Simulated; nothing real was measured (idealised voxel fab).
Title: Process Module voxel local oxidation
Each square cell in cross-section cut measures 5 nm, and the section as a whole is 205 nm wide.
Cross-section = grid of square cells, listed top down in bands; band = one or more rows. This entry defines a band. It first specifies the height of the band's top and the height of its bottom in nm, and then specifies the band's materials from left to right, stating each material with its width in nm. The word "everywhere" identifies a single material that fills the band from edge to edge, while the word "blank" identifies empty space. Where do heights start? At 0: under that level the wafer as delivered is made of one material only. And the lowest band has no floor; it just carries on downward, as in "z 0 and below". Per-row width for "30..40": begins at first number (top row of band), ends at second number (bottom row), increment between rows held constant. "no modifications", as given for a step, is the statement that not any cell of the cross-section underwent a change during that step. Entry "Sealed void listing" = empty spaces >= 8 cells with no open way to the top; each as width x height at distance, distance from left edge, all nm. after a step's settings: what the simulator itself notes on the step. "overlay nm", when on a step's line for a step with a mask, measures how far to the right of its planned place the mask lay; a negative measure means to the left.

### Process steps foreseen in the plan
1: RECEIVE | material Si
2: OXIDIZE | depth nm 5
3: CONFORMAL_DEP | material SiN | thk nm 15
4: DIRECTIONAL_DEP | material aC | thk nm 10
5: PATTERN | tone cover | mask id ACTIVE | material resist | width nm 130 | thk nm 30 | overlay nm -15
6: DIRECTIONAL_ETCH | etch materials aC | depth nm 10
7: STRIP | etch materials resist
8: DIRECTIONAL_ETCH | etch materials SiN | depth nm 15
9: STRIP | etch materials aC
10: SELECTIVE_ETCH | etch materials SiO2 | depth nm 5
11: OXIDIZE | depth nm 10
12: STRIP | etch materials SiN
Same starting wafers, different overlay nm at step 5. Plan value belongs to the first wafer.

### Cut through the first of several wafers as received, post step 1
- z 0 and below  Si everywhere
- Sealed void listing: none

### For your reference, the table is organized with a row per wafer; each row reflects the wafer at the end of the module, indicating for each material the cells gained (+) or lost (-) since receipt, and thereafter its closed voids
overlay nm -15; -83 Si; +66 SiO2; Sealed void listing: none
overlay nm -10; -83 Si; +66 SiO2; Sealed void listing: none
overlay nm -5; -83 Si; +66 SiO2; Sealed void listing: none
overlay nm 0; -83 Si; +66 SiO2; Sealed void listing: none
overlay nm 5; -83 Si; +66 SiO2; Sealed void listing: none
overlay nm 10; -83 Si; +66 SiO2; Sealed void listing: none
overlay nm 15; -83 Si; +66 SiO2; Sealed void listing: none
